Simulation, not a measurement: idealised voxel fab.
Process module under the name voxel ribs on slabs
Pictured: cross-section cut, 165 nm wide, on a grid of 5 nm square cells.
Reading order for cross-sections: top band down to bottom band. Underlying form: a grid of square cells. Band size: one or more rows of cells.
Top height, bottom height, nm. Materials left to right, width each, nm. Single material + "throughout" = fills band edge to edge. "air" = empty.
For the purposes of this specification, 0 denotes the height below which the wafer in its as-received condition is composed wholly of one material, and the lowermost band, lacking a lower limit, extends downward without end, as expressed in "0 -> down".
Top row gets the first number, bottom row gets the second, and each row in between changes by the same step: that is how a band width like "30 to 40" works.
"stayed the same", as given for a step, is the statement that not any cell of the cross-section underwent a change during that step.
The list in "Non-vented voids" covers empty spaces of 8 cells or more that cannot reach the top through any open way, and it gives each as width x height at distance; the distance is from the left edge, and width, height and distance are in nm.
Read whatever lies past the settings on a step's line as the simulator's own remark about the step.
When a step includes a mask, the "overlay nm" setting on its line states how far to the right of its planned place that mask lay, and negative values state how far to the left.

### This section lists the process steps that were planned
| 1 | RECEIVE: material Si |
| 2 | DIRECTIONAL_DEP: material SiO2, thk nm 30 |
| 3 | DIRECTIONAL_DEP: material polySi, thk nm 20 |
| 4 | MASKED_ETCH: tone cover, mask id RIB, width nm 30, etch materials polySi, depth nm 15, overlay nm 0 |
| 5 | MASKED_ETCH: tone cover, mask id SLAB, width nm 70, etch materials polySi, depth nm 5, overlay nm 0 |
| 6 | FILL_DEP: material SiO2, thk nm 20 |
| 7 | CMP: height nm 60 |
| 8 | DIRECTIONAL_DEP: material W, thk nm 5 |
| 9 | PATTERN: tone cover, mask id HEATER, material resist, width nm 40, thk nm 20, overlay nm 0 |
| 10 | DIRECTIONAL_ETCH: etch materials W, depth nm 5 |
| 11 | STRIP: etch materials resist |
| 12 | CONFORMAL_DEP: material SiO2, thk nm 5 |

### Cross-section of the wafer upon arrival, representing the state reached after step 1
> 0 -> down: Si throughout
> Non-vented voids: none

### End state of the module in cross-section, given the above starting point and plan and one mistake in execution
> 70 -> 65: 65 of air; 50 of SiO2; 50 of air
> 65 -> 60: 70 of SiO2; 40 of W; 55 of SiO2
> 60 -> 50: SiO2 throughout
> 50 -> 35: 65 of SiO2; 30 of polySi; 70 of SiO2
> 35 -> 30: 45 of SiO2; 70 of polySi; 50 of SiO2
> 30 -> 0: SiO2 throughout
> 0 -> down: Si throughout
> Non-vented voids: none
The plan and the run diverged here: off-plan run, step 9, actual operation and settings PATTERN: tone cover, mask id HEATER, material resist, width nm 40, thk nm 20, overlay nm 10
